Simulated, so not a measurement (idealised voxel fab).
A process module follows: voxel transistor to metal.
Each square cell in cross-section cut measures 5 nm, and the section as a whole is 160 nm wide.
This document writes a cross-section as a grid whose cells are square, and gives it as bands, listed from the top down; one or more rows of cells form a band.
It is stipulated that each band's entry specify, in nanometres, the height of the top of the band and then that of its bottom, followed by the materials of the band in left-to-right sequence, each together with its width in nanometres. A single material marked by the word "everywhere" is understood to fill the band from edge to edge; the word "empty" is understood to denote empty space.
Height reference: 0 = level under which incoming wafer is all one material. Lowest band: no bottom, runs on downward, e.g. "z 0 and below".
Quick explanation for "30..40": the width changes in equal steps down the rows of cells, from the first number in the band's top row to the second number in its bottom row.
Basically "nothing was modified" means that step didn't change any cell in the cross-section.
"Closed internal voids" means: voids of 8 cells or more that are shut off from the top with no open way through. Written width x height at distance, distance from the left edge, in nm.
Text after the settings on a step's line: the simulator's own remark on that step.
The optional step-line setting "overlay nm" applies to steps with a mask and quantifies how far to the right of its planned location the mask lay, a negative value indicating leftward placement.
Before/after cross-section pairs, one process step each; after shown to lowest changed band; step and settings beneath. Pairs may be from different runs of this module on the same starting wafer; a pair continues from the one above only where its "State before step" entry says so.

State before step
z 0 and below: Si everywhere
Closed internal voids: none

Sectional Result
z 0 to -5: SiO2 everywhere
Below -5, no change.
Closed internal voids: none
Can you name the step between the two cross-sections above? It is OXIDIZE: depth nm 5

State before step: carried over from the after image of the pair right above.

Sectional Result
z 10 to 0: SiN everywhere
Below 0, no change.
Closed internal voids: none
Can you name the step between the two cross-sections above? It is CONFORMAL_DEP: material SiN, thk nm 10

State before step: carried over from the after image of the pair right above.

Sectional Result
z 25 to 10: aC everywhere
Below 10, no change.
Closed internal voids: none
Can you name the step between the two cross-sections above? It is DIRECTIONAL_DEP: material aC, thk nm 15

State before step: carried over from the after image of the pair right above.

Sectional Result
z 60 to 25: empty=20, then resist=115, then empty=25
Below 25, no change.
Closed internal voids: none
Can you name the step between the two cross-sections above? It is PATTERN: tone cover, mask id ACTIVE, material resist, width nm 115, thk nm 35, overlay nm 0

State before step: carried over from the after image of the pair right above.

Sectional Result
z 45 to 25: empty=20, then resist=115, then empty=25
z 25 to 10: empty=20, then aC=115, then empty=25
Below 10, no change.
Closed internal voids: none
Can you name the step between the two cross-sections above? It is DIRECTIONAL_ETCH: etch materials aC, depth nm 15

State before step: carried over from the after image of the pair right above.

Sectional Result
z 25 to 10: empty=20, then aC=115, then empty=25
Below 10, no change.
Closed internal voids: none
Can you name the step between the two cross-sections above? It is STRIP: etch materials resist

State before step: carried over from the after image of the pair right above.

Sectional Result
z 25 to 10: empty=20, then aC=115, then empty=25
z 10 to 0: empty=20, then SiN=115, then empty=25
Below 0, no change.
Closed internal voids: none
Can you name the step between the two cross-sections above? It is DIRECTIONAL_ETCH: etch materials SiN, depth nm 10

State before step: carried over from the after image of the pair right above.

Sectional Result
z 25 to 10: empty=20, then aC=115, then empty=25
z 10 to 0: empty=20, then SiN=115, then empty=25
z 0 to -5: empty=20, then SiO2=115, then empty=25
Below -5, no change.
Closed internal voids: none
Can you name the step between the two cross-sections above? It is DIRECTIONAL_ETCH: etch materials SiO2, depth nm 5

State before step: carried over from the after image of the pair right above.

Sectional Result
z 25 to 10: empty=20, then aC=115, then empty=25
z 10 to 0: empty=20, then SiN=115, then empty=25
z 0 to -5: empty=20, then SiO2=115, then empty=25
z -5 to -35: empty=20, then Si=115, then empty=25
Below -35, no change.
Closed internal voids: none
Can you name the step between the two cross-sections above? It is DIRECTIONAL_ETCH: etch materials Si, depth nm 30

State before step: carried over from the after image of the pair right above.

Sectional Result
z 10 to 0: empty=20, then SiN=115, then empty=25
Below 0, no change.
Closed internal voids: none
Can you name the step between the two cross-sections above? It is STRIP: etch materials aC

State before step: carried over from the after image of the pair right above.

Sectional Result
z 10 to 0: empty=20, then SiN=115, then empty=25
z 0 to -5: empty=20, then SiO2=115, then empty=25
z -5 to -35: empty=20, then SiO2=5, then Si=105, then SiO2=5, then empty=25
z -35 to -40: SiO2=25, then Si=105, then SiO2=30
Below -40, no change.
Closed internal voids: none
Can you name the step between the two cross-sections above? It is OXIDIZE: depth nm 5

State before step: carried over from the after image of the pair right above.

Sectional Result
z 20 to 10: SiO2 everywhere
z 10 to 0: SiO2=20, then SiN=115, then SiO2=25
z 0 to -5: SiO2 everywhere
z -5 to -40: SiO2=25, then Si=105, then SiO2=30
Below -40, no change.
Closed internal voids: none
Can you name the step between the two cross-sections above? It is FILL_DEP: material SiO2, thk nm 10

State before step: carried over from the after image of the pair right above.

Sectional Result
z 10 to 0: SiO2=20, then SiN=115, then SiO2=25
Below 0, no change.
Closed internal voids: none
Can you name the step between the two cross-sections above? It is CMP: height nm 10

State before step: carried over from the after image of the pair right above.

Sectional Result
z 10 to 5: empty=20, then SiN=115, then empty=25
Below 5, no change.
Closed internal voids: none
Can you name the step between the two cross-sections above? It is SELECTIVE_ETCH: etch materials SiO2, depth nm 5

State before step: carried over from the after image of the pair right above.

Sectional Result
z 5 to 0: SiO2=20, then empty=115, then SiO2=25
Below 0, no change.
Closed internal voids: none
Can you name the step between the two cross-sections above? It is STRIP: etch materials SiN

State before step: carried over from the after image of the pair right above.

Sectional Result
z 0 to -5: SiO2=15, then empty=125, then SiO2=20
Below -5, no change.
Closed internal voids: none
Can you name the step between the two cross-sections above? It is SELECTIVE_ETCH: etch materials SiO2, depth nm 5

State before step: carried over from the after image of the pair right above.

Sectional Result
z 0 to -5: SiO2=15, then empty=125, then SiO2=20
z -5 to -10: SiO2 everywhere
Below -10, no change.
Closed internal voids: none
Can you name the step between the two cross-sections above? It is OXIDIZE: depth nm 5

State before step: carried over from the after image of the pair right above.

Sectional Result
z 20 to 15: polySi=15, then empty=125, then polySi=20
z 15 to 0: polySi everywhere
z 0 to -5: SiO2=15, then polySi=125, then SiO2=20
Below -5, no change.
Closed internal voids: none
Can you name the step between the two cross-sections above? It is DIRECTIONAL_DEP: material polySi, thk nm 20

State before step: carried over from the after image of the pair right above.

Sectional Result
z 30 to 25: SiCN=15, then empty=125, then SiCN=20
z 25 to 20: SiCN everywhere
z 20 to 15: polySi=15, then SiCN=125, then polySi=20
Below 15, no change.
Closed internal voids: none
Can you name the step between the two cross-sections above? It is DIRECTIONAL_DEP: material SiCN, thk nm 10

State before step: carried over from the after image of the pair right above.

Sectional Result
z 45 to 40: aC=15, then empty=125, then aC=20
z 40 to 30: aC everywhere
z 30 to 25: SiCN=15, then aC=125, then SiCN=20
Below 25, no change.
Closed internal voids: none
Can you name the step between the two cross-sections above? It is DIRECTIONAL_DEP: material aC, thk nm 15

State before step: carried over from the after image of the pair right above.

Sectional Result
z 75 to 45: empty=70, then resist=15, then empty=75
z 45 to 40: aC=15, then empty=55, then resist=15, then empty=55, then aC=20
Below 40, no change.
Closed internal voids: none
Can you name the step between the two cross-sections above? It is PATTERN: tone cover, mask id GATE, material resist, width nm 15, thk nm 30, overlay nm 0

State before step: carried over from the after image of the pair right above.

Sectional Result
z 60 to 40: empty=70, then resist=15, then empty=75
z 40 to 30: empty=70, then aC=15, then empty=75
z 30 to 25: SiCN=15, then empty=55, then aC=15, then empty=55, then SiCN=20
Below 25, no change.
Closed internal voids: none
Can you name the step between the two cross-sections above? It is DIRECTIONAL_ETCH: etch materials aC, depth nm 15

State before step: carried over from the after image of the pair right above.

Sectional Result
z 40 to 30: empty=70, then aC=15, then empty=75
Below 30, no change.
Closed internal voids: none
Can you name the step between the two cross-sections above? It is STRIP: etch materials resist

State before step: carried over from the after image of the pair right above.

Sectional Result
z 40 to 25: empty=70, then aC=15, then empty=75
z 25 to 20: empty=70, then SiCN=15, then empty=75
z 20 to 15: polySi=15, then empty=55, then SiCN=15, then empty=55, then polySi=20
Below 15, no change.
Closed internal voids: none
Can you name the step between the two cross-sections above? It is DIRECTIONAL_ETCH: etch materials SiCN, depth nm 20

State before step: carried over from the after image of the pair right above.

Sectional Result
z 40 to 25: empty=70, then aC=15, then empty=75
z 25 to 15: empty=70, then SiCN=15, then empty=75
z 15 to 0: empty=70, then polySi=15, then empty=75
z 0 to -5: SiO2=15, then empty=55, then polySi=15, then empty=55, then SiO2=20
Below -5, no change.
Closed internal voids: none
Can you name the step between the two cross-sections above? It is DIRECTIONAL_ETCH: etch materials polySi, depth nm 30

State before step: carried over from the after image of the pair right above.

Sectional Result
z 25 to 15: empty=70, then SiCN=15, then empty=75
Below 15, no change.
Closed internal voids: none
Can you name the step between the two cross-sections above? It is STRIP: etch materials aC

State before step: carried over from the after image of the pair right above.

Sectional Result
z 35 to 25: empty=60, then SiN=35, then empty=65
z 25 to 15: empty=60, then SiN=10, then SiCN=15, then SiN=10, then empty=65
z 15 to 10: empty=60, then SiN=10, then polySi=15, then SiN=10, then empty=65
z 10 to 5: SiN=25, then empty=35, then SiN=10, then polySi=15, then SiN=10, then empty=35, then SiN=30
z 5 to 0: SiN=70, then polySi=15, then SiN=75
z 0 to -5: SiO2=15, then SiN=55, then polySi=15, then SiN=55, then SiO2=20
Below -5, no change.
Closed internal voids: none
Can you name the step between the two cross-sections above? It is CONFORMAL_DEP: material SiN, thk nm 10

State before step: carried over from the after image of the pair right above.

Sectional Result
z 25 to 15: empty=60, then SiN=10, then SiCN=15, then SiN=10, then empty=65
z 15 to 0: empty=60, then SiN=10, then polySi=15, then SiN=10, then empty=65
z 0 to -5: SiO2=15, then SiN=10, then empty=35, then SiN=10, then polySi=15, then SiN=10, then empty=35, then SiN=10, then SiO2=20
Below -5, no change.
Closed internal voids: none
Can you name the step between the two cross-sections above? It is DIRECTIONAL_ETCH: etch materials SiN, depth nm 10

State before step: carried over from the after image of the pair right above.

Sectional Result
z 25 to 15: empty=60, then SiN=10, then SiCN=15, then SiN=10, then empty=65
z 15 to 0: empty=60, then SiN=10, then polySi=15, then SiN=10, then empty=65
z 0 to -5: empty=15, then SiN=10, then empty=35, then SiN=10, then polySi=15, then SiN=10, then empty=35, then SiN=10, then empty=20
z -5 to -10: SiO2=25, then empty=35, then SiO2=35, then empty=35, then SiO2=30
Below -10, no change.
Closed internal voids: none
Can you name the step between the two cross-sections above? It is DIRECTIONAL_ETCH: etch materials SiO2, depth nm 5

State before step: carried over from the after image of the pair right above.

Sectional Result
z 25 to 15: empty=60, then SiN=10, then SiCN=15, then SiN=10, then empty=65
z 15 to 0: empty=60, then SiN=10, then polySi=15, then SiN=10, then empty=65
z 0 to -5: empty=15, then SiN=10, then empty=35, then SiN=10, then polySi=15, then SiN=10, then empty=35, then SiN=10, then empty=20
z -5 to -10: SiO2=25, then empty=35, then SiO2=35, then empty=35, then SiO2=30
z -10 to -15: SiO2=25, then empty=35, then Si=35, then empty=35, then SiO2=30
Below -15, no change.
Closed internal voids: none
Can you name the step between the two cross-sections above? It is DIRECTIONAL_ETCH: etch materials Si, depth nm 5

State before step: carried over from the after image of the pair right above.

Sectional Result
z 25 to 15: empty=60, then SiN=10, then SiCN=15, then SiN=10, then empty=65
z 15 to 0: empty=60, then SiN=10, then polySi=15, then SiN=10, then empty=65
z 0 to -5: empty=15, then SiN=10, then empty=25, then nSi=10, then SiN=10, then polySi=15, then SiN=10, then nSi=10, then empty=25, then SiN=10, then empty=20
z -5 to -10: SiO2=25, then nSi=35, then SiO2=35, then nSi=35, then SiO2=30
z -10 to -15: SiO2=25, then nSi=35, then Si=35, then nSi=35, then SiO2=30
Below -15, no change.
Closed internal voids: none
Can you name the step between the two cross-sections above? It is EPI: material nSi, thk nm 10

State before step: carried over from the after image of the pair right above.

Sectional Result
z 30 to 25: SiO2 everywhere
z 25 to 15: SiO2=60, then SiN=10, then SiCN=15, then SiN=10, then SiO2=65
z 15 to 0: SiO2=60, then SiN=10, then polySi=15, then SiN=10, then SiO2=65
z 0 to -5: SiO2=15, then SiN=10, then SiO2=25, then nSi=10, then SiN=10, then polySi=15, then SiN=10, then nSi=10, then SiO2=25, then SiN=10, then SiO2=20
Below -5, no change.
Closed internal voids: none
Can you name the step between the two cross-sections above? It is FILL_DEP: material SiO2, thk nm 5

State before step: carried over from the after image of the pair right above.

Sectional Result
z 25 to 15: SiO2=60, then SiN=10, then SiCN=15, then SiN=10, then SiO2=65
Below 15, no change.
Closed internal voids: none
Can you name the step between the two cross-sections above? It is CMP: height nm 25

State before step: carried over from the after image of the pair right above.

Sectional Result
z 40 to 25: SiO2 everywhere
Below 25, no change.
Closed internal voids: none
Can you name the step between the two cross-sections above? It is DIRECTIONAL_DEP: material SiO2, thk nm 15

State before step: carried over from the after image of the pair right above.

Sectional Result
z 60 to 40: resist=30, then empty=35, then resist=25, then empty=35, then resist=35
Below 40, no change.
Closed internal voids: none
Can you name the step between the two cross-sections above? It is PATTERN: tone open, mask id CONTACT, material resist, width nm 35, pitch nm 60, thk nm 20, overlay nm 0

State before step: carried over from the after image of the pair right above.

Sectional Result
z 60 to 40: resist=30, then empty=35, then resist=25, then empty=35, then resist=35
z 40 to 25: SiO2=30, then empty=35, then SiO2=25, then empty=35, then SiO2=35
z 25 to 15: SiO2=30, then empty=30, then SiN=10, then SiCN=15, then SiN=10, then empty=30, then SiO2=35
z 15 to 0: SiO2=30, then empty=30, then SiN=10, then polySi=15, then SiN=10, then empty=30, then SiO2=35
z 0 to -5: SiO2=15, then SiN=10, then SiO2=5, then empty=20, then nSi=10, then SiN=10, then polySi=15, then SiN=10, then nSi=10, then empty=20, then SiO2=5, then SiN=10, then SiO2=20
Below -5, no change.
Closed internal voids: none
Can you name the step between the two cross-sections above? It is DIRECTIONAL_ETCH: etch materials SiO2, depth nm 45

State before step: carried over from the after image of the pair right above.

Sectional Result
z 40 to 25: SiO2=30, then empty=35, then SiO2=25, then empty=35, then SiO2=35
Below 25, no change.
Closed internal voids: none
Can you name the step between the two cross-sections above? It is STRIP: etch materials resist

State before step: carried over from the after image of the pair right above.

Sectional Result
z 45 to 40: TiN=35, then empty=25, then TiN=35, then empty=25, then TiN=40
z 40 to 30: SiO2=30, then TiN=5, then empty=25, then TiN=5, then SiO2=25, then TiN=5, then empty=25, then TiN=5, then SiO2=35
z 30 to 25: SiO2=30, then TiN=5, then empty=20, then TiN=10, then SiO2=25, then TiN=10, then empty=20, then TiN=5, then SiO2=35
z 25 to 15: SiO2=30, then TiN=5, then empty=20, then TiN=5, then SiN=10, then SiCN=15, then SiN=10, then TiN=5, then empty=20, then TiN=5, then SiO2=35
z 15 to 5: SiO2=30, then TiN=5, then empty=20, then TiN=5, then SiN=10, then polySi=15, then SiN=10, then TiN=5, then empty=20, then TiN=5, then SiO2=35
z 5 to 0: SiO2=30, then TiN=5, then empty=10, then TiN=15, then SiN=10, then polySi=15, then SiN=10, then TiN=15, then empty=10, then TiN=5, then SiO2=35
z 0 to -5: SiO2=15, then SiN=10, then SiO2=5, then TiN=20, then nSi=10, then SiN=10, then polySi=15, then SiN=10, then nSi=10, then TiN=20, then SiO2=5, then SiN=10, then SiO2=20
Below -5, no change.
Closed internal voids: none
Can you name the step between the two cross-sections above? It is CONFORMAL_DEP: material TiN, thk nm 5

State before step: carried over from the after image of the pair right above.

Sectional Result
z 50 to 45: W everywhere
z 45 to 40: TiN=35, then W=25, then TiN=35, then W=25, then TiN=40
z 40 to 30: SiO2=30, then TiN=5, then W=25, then TiN=5, then SiO2=25, then TiN=5, then W=25, then TiN=5, then SiO2=35
z 30 to 25: SiO2=30, then TiN=5, then W=20, then TiN=10, then SiO2=25, then TiN=10, then W=20, then TiN=5, then SiO2=35
z 25 to 15: SiO2=30, then TiN=5, then W=20, then TiN=5, then SiN=10, then SiCN=15, then SiN=10, then TiN=5, then W=20, then TiN=5, then SiO2=35
z 15 to 5: SiO2=30, then TiN=5, then W=20, then TiN=5, then SiN=10, then polySi=15, then SiN=10, then TiN=5, then W=20, then TiN=5, then SiO2=35
z 5 to 0: SiO2=30, then TiN=5, then W=10, then TiN=15, then SiN=10, then polySi=15, then SiN=10, then TiN=15, then W=10, then TiN=5, then SiO2=35
Below 0, no change.
Closed internal voids: none
Can you name the step between the two cross-sections above? It is FILL_DEP: material W, thk nm 5

State before step: carried over from the after image of the pair right above.

Sectional Result
z 40 to 30: SiO2=30, then TiN=5, then W=25, then TiN=5, then SiO2=25, then TiN=5, then W=25, then TiN=5, then SiO2=35
Below 30, no change.
Closed internal voids: none
Can you name the step between the two cross-sections above? It is CMP: height nm 40

State before step: carried over from the after image of the pair right above.

Sectional Result
z 45 to 40: SiCN everywhere
Below 40, no change.
Closed internal voids: none
Can you name the step between the two cross-sections above? It is CONFORMAL_DEP: material SiCN, thk nm 5

State before step: carried over from the after image of the pair right above.

Sectional Result
z 60 to 45: lowk everywhere
Below 45, no change.
Closed internal voids: none
Can you name the step between the two cross-sections above? It is DIRECTIONAL_DEP: material lowk, thk nm 15

State before step: carried over from the after image of the pair right above.

Sectional Result
z 60 to 45: lowk=30, then empty=20, then lowk=55, then empty=20, then lowk=35
Below 45, no change.
Closed internal voids: none
Can you name the step between the two cross-sections above? It is MASKED_ETCH: tone open, mask id METAL_1, width nm 20, pitch nm 75, etch materials lowk, depth nm 15, overlay nm 0

State before step: carried over from the after image of the pair right above.

Sectional Result
z 60 to 45: lowk=30, then empty=20, then lowk=55, then empty=20, then lowk=35
z 45 to 40: SiCN=30, then empty=20, then SiCN=55, then empty=20, then SiCN=35
Below 40, no change.
Closed internal voids: none
Can you name the step between the two cross-sections above? It is MASKED_ETCH: tone open, mask id METAL_1, width nm 20, pitch nm 75, etch materials SiCN, depth nm 5, overlay nm 0

State before step: carried over from the after image of the pair right above.

Sectional Result
z 65 to 60: TiN=35, then empty=10, then TiN=65, then empty=10, then TiN=40
z 60 to 45: lowk=30, then TiN=5, then empty=10, then TiN=5, then lowk=55, then TiN=5, then empty=10, then TiN=5, then lowk=35
z 45 to 40: SiCN=30, then TiN=20, then SiCN=55, then TiN=20, then SiCN=35
Below 40, no change.
Closed internal voids: none
Can you name the step between the two cross-sections above? It is CONFORMAL_DEP: material TiN, thk nm 5

State before step: carried over from the after image of the pair right above.

Sectional Result
z 70 to 65: Cu everywhere
z 65 to 60: TiN=35, then Cu=10, then TiN=65, then Cu=10, then TiN=40
z 60 to 45: lowk=30, then TiN=5, then Cu=10, then TiN=5, then lowk=55, then TiN=5, then Cu=10, then TiN=5, then lowk=35
Below 45, no change.
Closed internal voids: none
Can you name the step between the two cross-sections above? It is FILL_DEP: material Cu, thk nm 5

State before step: carried over from the after image of the pair right above.

Sectional Result
z 60 to 45: lowk=30, then TiN=5, then Cu=10, then TiN=5, then lowk=55, then TiN=5, then Cu=10, then TiN=5, then lowk=35
Below 45, no change.
Closed internal voids: none
Can you name the step between the two cross-sections above? It is CMP: height nm 60

State before step: carried over from the after image of the pair right above.

Sectional Result
z 65 to 60: empty=25, then Ru=30, then empty=45, then Ru=30, then empty=30
Below 60, no change.
Closed internal voids: none
Can you name the step between the two cross-sections above? It is EPI: material Ru, thk nm 5

State before step: carried over from the after image of the pair right above.

Sectional Result
z 70 to 65: SiCN everywhere
z 65 to 60: SiCN=25, then Ru=30, then SiCN=45, then Ru=30, then SiCN=30
Below 60, no change.
Closed internal voids: none
Can you name the step between the two cross-sections above? It is FILL_DEP: material SiCN, thk nm 5

State before step
z 40 to 25: SiO2 everywhere
z 25 to 15: SiO2=60, then SiN=10, then SiCN=15, then SiN=10, then SiO2=65
z 15 to 0: SiO2=60, then SiN=10, then polySi=15, then SiN=10, then SiO2=65
z 0 to -5: SiO2=15, then SiN=10, then SiO2=25, then nSi=10, then SiN=10, then polySi=15, then SiN=10, then nSi=10, then SiO2=25, then SiN=10, then SiO2=20
z -5 to -10: SiO2=25, then nSi=35, then SiO2=35, then nSi=35, then SiO2=30
z -10 to -15: SiO2=25, then nSi=35, then Si=35, then nSi=35, then SiO2=30
z -15 to -40: SiO2=25, then Si=105, then SiO2=30
z -40 and below: Si everywhere
Closed internal voids: none

Sectional Result
z 55 to 25: SiO2 everywhere
Below 25, no change.
Closed internal voids: none
Can you name the step between the two cross-sections above? It is DIRECTIONAL_DEP: material SiO2, thk nm 15

State before step: carried over from the after image of the pair right above.

Sectional Result
z 75 to 55: resist=30, then empty=35, then resist=25, then empty=35, then resist=35
Below 55, no change.
Closed internal voids: none
Can you name the step between the two cross-sections above? It is PATTERN: tone open, mask id CONTACT, material resist, width nm 35, pitch nm 60, thk nm 20, overlay nm 0

State before step: carried over from the after image of the pair right above.

Sectional Result
z 75 to 55: resist=30, then empty=35, then resist=25, then empty=35, then resist=35
z 55 to 25: SiO2=30, then empty=35, then SiO2=25, then empty=35, then SiO2=35
z 25 to 15: SiO2=30, then empty=30, then SiN=10, then SiCN=15, then SiN=10, then empty=30, then SiO2=35
z 15 to 10: SiO2=30, then empty=30, then SiN=10, then polySi=15, then SiN=10, then empty=30, then SiO2=35
Below 10, no change.
Closed internal voids: none
Can you name the step between the two cross-sections above? It is DIRECTIONAL_ETCH: etch materials SiO2, depth nm 45

State before step: carried over from the after image of the pair right above.

Sectional Result
z 55 to 25: SiO2=30, then empty=35, then SiO2=25, then empty=35, then SiO2=35
Below 25, no change.
Closed internal voids: none
Can you name the step between the two cross-sections above? It is STRIP: etch materials resist

State before step: carried over from the after image of the pair right above.

Sectional Result
z 60 to 55: TiN=35, then empty=25, then TiN=35, then empty=25, then TiN=40
z 55 to 30: SiO2=30, then TiN=5, then empty=25, then TiN=5, then SiO2=25, then TiN=5, then empty=25, then TiN=5, then SiO2=35
z 30 to 25: SiO2=30, then TiN=5, then empty=20, then TiN=10, then SiO2=25, then TiN=10, then empty=20, then TiN=5, then SiO2=35
z 25 to 15: SiO2=30, then TiN=5, then empty=20, then TiN=5, then SiN=10, then SiCN=15, then SiN=10, then TiN=5, then empty=20, then TiN=5, then SiO2=35
z 15 to 10: SiO2=30, then TiN=30, then SiN=10, then polySi=15, then SiN=10, then TiN=30, then SiO2=35
Below 10, no change.
Closed internal voids: none
Can you name the step between the two cross-sections above? It is CONFORMAL_DEP: material TiN, thk nm 5

State before step: carried over from the after image of the pair right above.

Sectional Result
z 65 to 60: W everywhere
z 60 to 55: TiN=35, then W=25, then TiN=35, then W=25, then TiN=40
z 55 to 30: SiO2=30, then TiN=5, then W=25, then TiN=5, then SiO2=25, then TiN=5, then W=25, then TiN=5, then SiO2=35
z 30 to 25: SiO2=30, then TiN=5, then W=20, then TiN=10, then SiO2=25, then TiN=10, then W=20, then TiN=5, then SiO2=35
z 25 to 15: SiO2=30, then TiN=5, then W=20, then TiN=5, then SiN=10, then SiCN=15, then SiN=10, then TiN=5, then W=20, then TiN=5, then SiO2=35
Below 15, no change.
Closed internal voids: none
Can you name the step between the two cross-sections above? It is FILL_DEP: material W, thk nm 5

State before step: carried over from the after image of the pair right above.

Sectional Result
z 40 to 30: SiO2=30, then TiN=5, then W=25, then TiN=5, then SiO2=25, then TiN=5, then W=25, then TiN=5, then SiO2=35
Below 30, no change.
Closed internal voids: none
Can you name the step between the two cross-sections above? It is CMP: height nm 40

State before step: carried over from the after image of the pair right above.

Sectional Result
z 45 to 40: SiCN everywhere
Below 40, no change.
Closed internal voids: none
Can you name the step between the two cross-sections above? It is CONFORMAL_DEP: material SiCN, thk nm 5

State before step: carried over from the after image of the pair right above.

Sectional Result
z 60 to 45: lowk everywhere
Below 45, no change.
Closed internal voids: none
Can you name the step between the two cross-sections above? It is DIRECTIONAL_DEP: material lowk, thk nm 15

State before step: carried over from the after image of the pair right above.

Sectional Result
z 60 to 45: lowk=30, then empty=20, then lowk=55, then empty=20, then lowk=35
Below 45, no change.
Closed internal voids: none
Can you name the step between the two cross-sections above? It is MASKED_ETCH: tone open, mask id METAL_1, width nm 20, pitch nm 75, etch materials lowk, depth nm 15, overlay nm 0

State before step: carried over from the after image of the pair right above.

Sectional Result
z 60 to 45: lowk=30, then empty=20, then lowk=55, then empty=20, then lowk=35
z 45 to 40: SiCN=30, then empty=20, then SiCN=55, then empty=20, then SiCN=35
Below 40, no change.
Closed internal voids: none
Can you name the step between the two cross-sections above? It is MASKED_ETCH: tone open, mask id METAL_1, width nm 20, pitch nm 75, etch materials SiCN, depth nm 5, overlay nm 0

State before step: carried over from the after image of the pair right above.

Sectional Result
z 65 to 60: TiN=35, then empty=10, then TiN=65, then empty=10, then TiN=40
z 60 to 45: lowk=30, then TiN=5, then empty=10, then TiN=5, then lowk=55, then TiN=5, then empty=10, then TiN=5, then lowk=35
z 45 to 40: SiCN=30, then TiN=20, then SiCN=55, then TiN=20, then SiCN=35
Below 40, no change.
Closed internal voids: none
Can you name the step between the two cross-sections above? It is CONFORMAL_DEP: material TiN, thk nm 5

State before step: carried over from the after image of the pair right above.

Sectional Result
z 70 to 65: Cu everywhere
z 65 to 60: TiN=35, then Cu=10, then TiN=65, then Cu=10, then TiN=40
z 60 to 45: lowk=30, then TiN=5, then Cu=10, then TiN=5, then lowk=55, then TiN=5, then Cu=10, then TiN=5, then lowk=35
Below 45, no change.
Closed internal voids: none
Can you name the step between the two cross-sections above? It is FILL_DEP: material Cu, thk nm 5

State before step: carried over from the after image of the pair right above.

Sectional Result
z 60 to 45: lowk=30, then TiN=5, then Cu=10, then TiN=5, then lowk=55, then TiN=5, then Cu=10, then TiN=5, then lowk=35
Below 45, no change.
Closed internal voids: none
Can you name the step between the two cross-sections above? It is CMP: height nm 60

State before step: carried over from the after image of the pair right above.

Sectional Result
z 65 to 60: empty=25, then Ru=30, then empty=45, then Ru=30, then empty=30
Below 60, no change.
Closed internal voids: none
Can you name the step between the two cross-sections above? It is EPI: material Ru, thk nm 5

State before step: carried over from the after image of the pair right above.

Sectional Result
z 70 to 65: SiCN everywhere
z 65 to 60: SiCN=25, then Ru=30, then SiCN=45, then Ru=30, then SiCN=30
Below 60, no change.
Closed internal voids: none
Can you name the step between the two cross-sections above? It is FILL_DEP: material SiCN, thk nm 5

State before step
z 10 to 0: SiO2=20, then SiN=115, then SiO2=25
z 0 to -5: SiO2 everywhere
z -5 to -40: SiO2=25, then Si=105, then SiO2=30
z -40 and below: Si everywhere
Closed internal voids: none

Sectional Result
z 10 to 0: SiO2=20, then empty=115, then SiO2=25
Below 0, no change.
Closed internal voids: none
Can you name the step between the two cross-sections above? It is STRIP: etch materials SiN

State before step: carried over from the after image of the pair right above.

Sectional Result
z 5 to -5: SiO2=15, then empty=125, then SiO2=20
Below -5, no change.
Closed internal voids: none
Can you name the step between the two cross-sections above? It is SELECTIVE_ETCH: etch materials SiO2, depth nm 5

State before step: carried over from the after image of the pair right above.

Sectional Result
z 0 to -5: SiO2=10, then empty=135, then SiO2=15
z -5 to -10: SiO2=10, then empty=15, then Si=105, then empty=15, then SiO2=15
Below -10, no change.
Closed internal voids: none
Can you name the step between the two cross-sections above? It is SELECTIVE_ETCH: etch materials SiO2, depth nm 5

State before step: carried over from the after image of the pair right above.

Sectional Result
z 0 to -5: SiO2=10, then empty=135, then SiO2=15
z -5 to -10: SiO2=10, then empty=15, then SiO2=105, then empty=15, then SiO2=15
z -10 to -15: SiO2=30, then Si=95, then SiO2=35
Below -15, no change.
Closed internal voids: none
Can you name the step between the two cross-sections above? It is OXIDIZE: depth nm 5

State before step: carried over from the after image of the pair right above.

Sectional Result
z 20 to 15: polySi=10, then empty=135, then polySi=15
z 15 to 10: polySi=10, then empty=15, then polySi=105, then empty=15, then polySi=15
z 10 to 0: polySi everywhere
z 0 to -5: SiO2=10, then polySi=135, then SiO2=15
z -5 to -10: SiO2=10, then polySi=15, then SiO2=105, then polySi=15, then SiO2=15
Below -10, no change.
Closed internal voids: none
Can you name the step between the two cross-sections above? It is DIRECTIONAL_DEP: material polySi, thk nm 20

State before step: carried over from the after image of the pair right above.

Sectional Result
z 30 to 25: SiCN=10, then empty=135, then SiCN=15
z 25 to 20: SiCN=10, then empty=15, then SiCN=105, then empty=15, then SiCN=15
z 20 to 15: polySi=10, then SiCN=135, then polySi=15
z 15 to 10: polySi=10, then SiCN=15, then polySi=105, then SiCN=15, then polySi=15
Below 10, no change.
Closed internal voids: none
Can you name the step between the two cross-sections above? It is DIRECTIONAL_DEP: material SiCN, thk nm 10

State before step: carried over from the after image of the pair right above.

Sectional Result
z 45 to 40: aC=10, then empty=135, then aC=15
z 40 to 35: aC=10, then empty=15, then aC=105, then empty=15, then aC=15
z 35 to 30: aC everywhere
z 30 to 25: SiCN=10, then aC=135, then SiCN=15
z 25 to 20: SiCN=10, then aC=15, then SiCN=105, then aC=15, then SiCN=15
Below 20, no change.
Closed internal voids: none
Can you name the step between the two cross-sections above? It is DIRECTIONAL_DEP: material aC, thk nm 15

State before step: carried over from the after image of the pair right above.

Sectional Result
z 75 to 45: empty=70, then resist=15, then empty=75
z 45 to 40: aC=10, then empty=60, then resist=15, then empty=60, then aC=15
Below 40, no change.
Closed internal voids: none
Can you name the step between the two cross-sections above? It is PATTERN: tone cover, mask id GATE, material resist, width nm 15, thk nm 30, overlay nm 0

State before step: carried over from the after image of the pair right above.

Sectional Result
z 60 to 40: empty=70, then resist=15, then empty=75
z 40 to 30: empty=70, then aC=15, then empty=75
z 30 to 25: SiCN=10, then empty=60, then aC=15, then empty=60, then SiCN=15
z 25 to 20: SiCN=10, then empty=15, then SiCN=105, then empty=15, then SiCN=15
Below 20, no change.
Closed internal voids: none
Can you name the step between the two cross-sections above? It is DIRECTIONAL_ETCH: etch materials aC, depth nm 15

State before step: carried over from the after image of the pair right above.

Sectional Result
z 40 to 30: empty=70, then aC=15, then empty=75
Below 30, no change.
Closed internal voids: none
Can you name the step between the two cross-sections above? It is STRIP: etch materials resist

State before step: carried over from the after image of the pair right above.

Sectional Result
z 40 to 25: empty=70, then aC=15, then empty=75
z 25 to 20: empty=70, then SiCN=15, then empty=75
z 20 to 15: polySi=10, then empty=60, then SiCN=15, then empty=60, then polySi=15
z 15 to 10: polySi=10, then empty=15, then polySi=105, then empty=15, then polySi=15
Below 10, no change.
Closed internal voids: none
Can you name the step between the two cross-sections above? It is DIRECTIONAL_ETCH: etch materials SiCN, depth nm 20
